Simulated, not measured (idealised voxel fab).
Process module, titled voxel local oxidation
Pictured: cross-section cut, 205 nm wide, on a grid of 5 nm square cells.
For the purposes of this document, a cross-section shall be understood as a grid of square cells, specified as bands listed in top-to-bottom order, each band consisting of one or more rows of cells.
It is stipulated that each band's entry specify, in nanometres, the height of the top of the band and then that of its bottom, followed by the materials of the band in left-to-right sequence, each together with its width in nanometres. A single material marked by the word "edge to edge" is understood to fill the band from edge to edge; the word "air" is understood to denote empty space.
Heights are expressed relative to 0, this being the level below which the as-received wafer comprises one material exclusively. The lowest band is unbounded in the downward direction and is denoted as in "z 0 and below".
The notation "30..40" denotes a width that varies across the rows of cells in the band, beginning at the first number in the top row, finishing at the second number in the bottom row, and changing by an identical amount from each row to the next.
A step reported as "nothing got changed" is a step in which no cell of the cross-section changed.
You'll see "Unvented cavities" listing empty spaces that have no way open to the top, as long as they're 8 cells or more; the notation is width x height at distance, where the distance is from the left edge, and all of it is in nm.
Anything after a step's settings on that line? It's the simulator's own note about the step.
overlay nm, on a step with a mask: how far to the right of its planned place the mask lay; to the left if negative
This section lists the process steps that were planned
1. RECEIVE (material Si)
2. OXIDIZE (depth nm 5)
3. CONFORMAL_DEP (material SiN; thk nm 15)
4. DIRECTIONAL_DEP (material aC; thk nm 10)
5. PATTERN (tone cover; mask id ACTIVE; material resist; width nm 130; thk nm 30; overlay nm 0)
6. DIRECTIONAL_ETCH (etch materials aC; depth nm 10)
7. STRIP (etch materials resist)
8. DIRECTIONAL_ETCH (etch materials SiN; depth nm 15)
9. STRIP (etch materials aC)
10. SELECTIVE_ETCH (etch materials SiO2; depth nm 5)
11. OXIDIZE (depth nm 10)
12. STRIP (etch materials SiN)
As received, after step 1
	z 0 and below = Si edge to edge
	Unvented cavities: none
Cross-section taken at module completion on the first of two wafers; processed per the plan
	z 0 to -5 = air=40 / SiO2=120 / air=45
	z -5 to -15 = SiO2=50 / Si=100 / SiO2=55
	z -15 and below = Si edge to edge
	Unvented cavities: none
Wafer two (of two), end-of-module cross-section: start = wafer one, plan = wafer one, one run mistake
	z 20 to 15 = SiO2 edge to edge
	z 15 to 0 = SiN edge to edge
	z 0 to -5 = SiO2 edge to edge
	z -5 and below = Si edge to edge
	Unvented cavities: none
Against the plan, the run slipped here: step 4 was run on a setting that differed from the plan, and what really ran there is DIRECTIONAL_DEP (material SiO2; thk nm 10)
At the finish, the second wafer shows more or fewer cells for some materials than the first does: Si: 42 more | SiN: 123 more | SiO2: 16 more
